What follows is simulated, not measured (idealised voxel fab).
process module | voxel gate over fins
cross-section cut | 265 nm wide | cells 5 nm
A cross-section is a grid of square cells, given in bands from the top down. A band is one or more rows of cells.
Each band's line starts with the height of the band's top and of its bottom, in nm. Then come its materials from left to right, each with its width in nm. One material with "throughout" fills the band from edge to edge. "air" is empty space.
Height 0 is the level under which the wafer as received is all one material. The lowest band goes on downwards, as in "0 down".
A width such as "30 to 40" changes by the same amount from each row of cells to the next, from the band's top row to its bottom row.
"no change" after a step means that no cell of the cross-section changed.
closed voids: empty space of 8 cells or more with no open way to the top, each as width x height at its distance from the left edge, in nm
after a step's settings: what the simulator itself notes on the step
overlay nm, on a step with a mask: how far to the right of its planned place the mask lay; to the left if negative
plan
1 op RECEIVE | material Si
2 op CONFORMAL_DEP | material SiN | thk nm 10
3 op DIRECTIONAL_DEP | material aC | thk nm 10
4 op PATTERN | tone cover | mask id FINS | material resist | width nm 15 | pitch nm 50 | thk nm 25 | overlay nm 0
5 op DIRECTIONAL_ETCH | etch materials aC | depth nm 10
6 op STRIP | etch materials resist
7 op DIRECTIONAL_ETCH | etch materials SiN | depth nm 10
8 op DIRECTIONAL_ETCH | etch materials Si | depth nm 30
9 op STRIP | etch materials aC
10 op FILL_DEP | material SiO2 | thk nm 15
11 op CMP | height nm 10
12 op PATTERN | tone open | mask id RAIL | material resist | width nm 15 | thk nm 20 | overlay nm 0
13 op DIRECTIONAL_ETCH | etch materials SiO2 | depth nm 35
14 op STRIP | etch materials resist
15 op CONFORMAL_DEP | material TiN | thk nm 5
16 op FILL_DEP | material Ru | thk nm 5
17 op CMP | height nm 10
18 op SELECTIVE_ETCH | etch materials W Ru TiN | depth nm 25
19 op FILL_DEP | material SiO2 | thk nm 5
20 op CMP | height nm 10
21 op SELECTIVE_ETCH | etch materials SiO2 | depth nm 20
22 op STRIP | etch materials SiN
23 op CONFORMAL_DEP | material HfO2 | thk nm 5
24 op CONFORMAL_DEP | material TiN | thk nm 5
25 op CONFORMAL_DEP | material TiAl | thk nm 5
26 op CONFORMAL_DEP | material TiN | thk nm 5
27 op FILL_DEP | material W | thk nm 10
28 op CMP | height nm 25
29 op CONFORMAL_DEP | material SiN | thk nm 5
as received, after step 1
  0 down: Si throughout
  closed voids: none
a wafer at the end: this start, this plan, one mistake
  30 to 25: SiN throughout
  25 to 20: W throughout
  20 to 10: W 55 | TiN 155 | W 55
  10 to 5: TiN 65 | TiAl 35 | TiN 15 | TiAl 35 | TiN 15 | TiAl 35 | TiN 65
  5 to 0: TiN 65 | TiAl 5 | HfO2 25 | TiAl 5 | TiN 15 | TiAl 5 | HfO2 25 | TiAl 5 | TiN 15 | TiAl 5 | HfO2 25 | TiAl 5 | TiN 65
  0 to -5: TiAl 70 | HfO2 5 | Si 15 | HfO2 5 | TiAl 25 | HfO2 5 | Si 15 | HfO2 5 | TiAl 25 | HfO2 5 | Si 15 | HfO2 5 | TiAl 70
  -5 to -10: HfO2 75 | Si 15 | HfO2 35 | Si 15 | HfO2 35 | Si 15 | HfO2 75
  -10 to -15: SiO2 75 | Si 15 | SiO2 35 | Si 15 | SiO2 35 | Si 15 | SiO2 75
  -15 to -20: SiO2 75 | Si 15 | SiO2 10 | TiN 5 | Ru 5 | TiN 5 | SiO2 10 | Si 15 | SiO2 35 | Si 15 | SiO2 75
  -20 to -25: SiO2 75 | Si 15 | SiO2 10 | TiN 15 | SiO2 10 | Si 15 | SiO2 35 | Si 15 | SiO2 75
  -25 to -30: SiO2 75 | Si 15 | SiO2 35 | Si 15 | SiO2 35 | Si 15 | SiO2 75
  -30 down: Si throughout
  closed voids: none
what went wrong: steps 24 and 25 were swapped
